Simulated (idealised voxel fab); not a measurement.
process module | voxel ribs on slabs
cross-section cut | 260 nm wide | cells 5 nm
A cross-section is a grid of square cells, given in bands from the top down. A band is one or more rows of cells.
Each band's line starts with the height of the band's top and of its bottom, in nm. Then come its materials from left to right, each with its width in nm. One material with "throughout" fills the band from edge to edge. "air" is empty space.
Height 0 is the level under which the wafer as received is all one material. The lowest band goes on downwards, as in "0 down".
A width such as "30 to 40" changes by the same amount from each row of cells to the next, from the band's top row to its bottom row.
"no change" after a step means that no cell of the cross-section changed.
closed voids: empty space of 8 cells or more with no open way to the top, each as width x height at its distance from the left edge, in nm
after a step's settings: what the simulator itself notes on the step
overlay nm, on a step with a mask: how far to the right of its planned place the mask lay; to the left if negative
plan
1 op RECEIVE | material Si
2 op DIRECTIONAL_DEP | material SiO2 | thk nm 20
3 op DIRECTIONAL_DEP | material polySi | thk nm 15
4 op DIRECTIONAL_DEP | material aC | thk nm 15
5 op PATTERN | tone cover | mask id RIB | material resist | width nm 20 | thk nm 30 | overlay nm 0
6 op DIRECTIONAL_ETCH | etch materials aC | depth nm 15
7 op STRIP | etch materials resist
8 op DIRECTIONAL_ETCH | etch materials polySi | depth nm 5
9 op STRIP | etch materials aC
10 op DIRECTIONAL_DEP | material aC | thk nm 15
11 op PATTERN | tone cover | mask id SLAB | material resist | width nm 60 | thk nm 30 | overlay nm 0
12 op DIRECTIONAL_ETCH | etch materials aC | depth nm 15
13 op STRIP | etch materials resist
14 op DIRECTIONAL_ETCH | etch materials polySi | depth nm 10
15 op STRIP | etch materials aC
16 op FILL_DEP | material SiO2 | thk nm 25
17 op CMP | height nm 55
18 op DIRECTIONAL_DEP | material W | thk nm 10
19 op MASKED_ETCH | tone cover | mask id HEATER | width nm 30 | etch materials W | depth nm 10 | overlay nm 0
20 op CONFORMAL_DEP | material SiO2 | thk nm 5
as received, after step 1
  0 down: Si throughout
  closed voids: none
a wafer at the end: this start, this plan, one mistake
  70 to 65: air 110 | SiO2 40 | air 110
  65 to 60: air 110 | SiO2 5 | W 30 | SiO2 5 | air 110
  60 to 55: SiO2 115 | W 30 | SiO2 115
  55 to 35: SiO2 throughout
  35 to 30: SiO2 120 | polySi 25 | SiO2 115
  30 to 20: SiO2 100 | polySi 60 | SiO2 100
  20 to 0: SiO2 throughout
  0 down: Si throughout
  closed voids: none
what went wrong: step 5 ran as: op PATTERN | tone cover | mask id RIB | material resist | width nm 25 | thk nm 30 | overlay nm 0
